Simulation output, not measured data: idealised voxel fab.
A process module follows: voxel trench capacitor.
300 nm wide, 5 nm square cells: that's cross-section cut.
Reading order for cross-sections: top band down to bottom band. Underlying form: a grid of square cells. Band size: one or more rows of cells. Quick guide to a band line: top height, bottom height (nm) up front; then every material left to right with its width in nm. Only one material and it's marked "everywhere"? Then it fills the band edge to edge. And "empty" just means empty space. Below 0: as-received wafer, all one material; heights counted from there. Lowest band: no bottom, goes on down, written "from 0 down". Width: "30 to 40" (first number = top row, second number = bottom row, same change from row to row of cells). "no modification" -> step changed no cross-section cell. The entry "Fully sealed voids" lists the empty spaces that cover at least 8 cells and have no open path to the top. Each is written as width x height at distance, where the distance is measured from the left edge and all three values are in nm. Past the settings on a step's line: simulator remark, on that step. You can add "overlay nm" to a step's line. For a step with a mask, it describes how far the mask lay to the right of its planned position, and a negative number describes a lay to the left.

## Process steps (planned)
1 RECEIVE [material Si]
2 CONFORMAL_DEP [material SiN] [thk nm 5]
3 DIRECTIONAL_DEP [material aC] [thk nm 10]
4 PATTERN [tone open] [mask id TRENCH] [material resist] [width nm 15] [pitch nm 35] [thk nm 25] [overlay nm 0]
5 DIRECTIONAL_ETCH [etch materials aC] [depth nm 10]
6 STRIP [etch materials resist]
7 DIRECTIONAL_ETCH [etch materials SiN] [depth nm 5]
8 DIRECTIONAL_ETCH [etch materials Si] [depth nm 40]
9 STRIP [etch materials aC]
10 CONFORMAL_DEP [material SiO2] [thk nm 5]
11 FILL_DEP [material polySi] [thk nm 5]
12 CMP [height nm 5]

## The cross-section here shows the wafer as received, i.e. in its state after step 1
- from 0 down | Si everywhere
- Fully sealed voids: none

## First of two wafers at the end of the module, shown in cross-section; run carried out as planned
- from 5 to 0 | SiN 90 nm / SiO2 5 nm / polySi 5 nm / SiO2 5 nm / SiN 20 nm / SiO2 5 nm / polySi 5 nm / SiO2 5 nm / SiN 20 nm / SiO2 5 nm / polySi 5 nm / SiO2 5 nm / SiN 20 nm / SiO2 5 nm / polySi 5 nm / SiO2 5 nm / SiN 90 nm
- from 0 to -35 | Si 90 nm / SiO2 5 nm / polySi 5 nm / SiO2 5 nm / Si 20 nm / SiO2 5 nm / polySi 5 nm / SiO2 5 nm / Si 20 nm / SiO2 5 nm / polySi 5 nm / SiO2 5 nm / Si 20 nm / SiO2 5 nm / polySi 5 nm / SiO2 5 nm / Si 90 nm
- from -35 to -40 | Si 90 nm / SiO2 15 nm / Si 20 nm / SiO2 15 nm / Si 20 nm / SiO2 15 nm / Si 20 nm / SiO2 15 nm / Si 90 nm
- from -40 down | Si everywhere
- Fully sealed voids: none

## Cross-section, wafer two of two, end of module: same start and plan as wafer one, one error in execution
- from 5 to 0 | SiN 95 nm / polySi 5 nm / SiN 30 nm / polySi 5 nm / SiN 30 nm / polySi 5 nm / SiN 30 nm / polySi 5 nm / SiN 95 nm
- from 0 to -35 | Si 90 nm / SiN 5 nm / polySi 5 nm / SiN 5 nm / Si 20 nm / SiN 5 nm / polySi 5 nm / SiN 5 nm / Si 20 nm / SiN 5 nm / polySi 5 nm / SiN 5 nm / Si 20 nm / SiN 5 nm / polySi 5 nm / SiN 5 nm / Si 90 nm
- from -35 to -40 | Si 90 nm / SiN 15 nm / Si 20 nm / SiN 15 nm / Si 20 nm / SiN 15 nm / Si 20 nm / SiN 15 nm / Si 90 nm
- from -40 down | Si everywhere
- Fully sealed voids: none
Error vs. plan: for step 10, the planned setting was not used; the step was instead run as CONFORMAL_DEP [material SiN] [thk nm 5]
In the final state, the cell counts of the second wafer exceed or fall short of those of the first for the following materials: +76 SiN; -76 SiO2
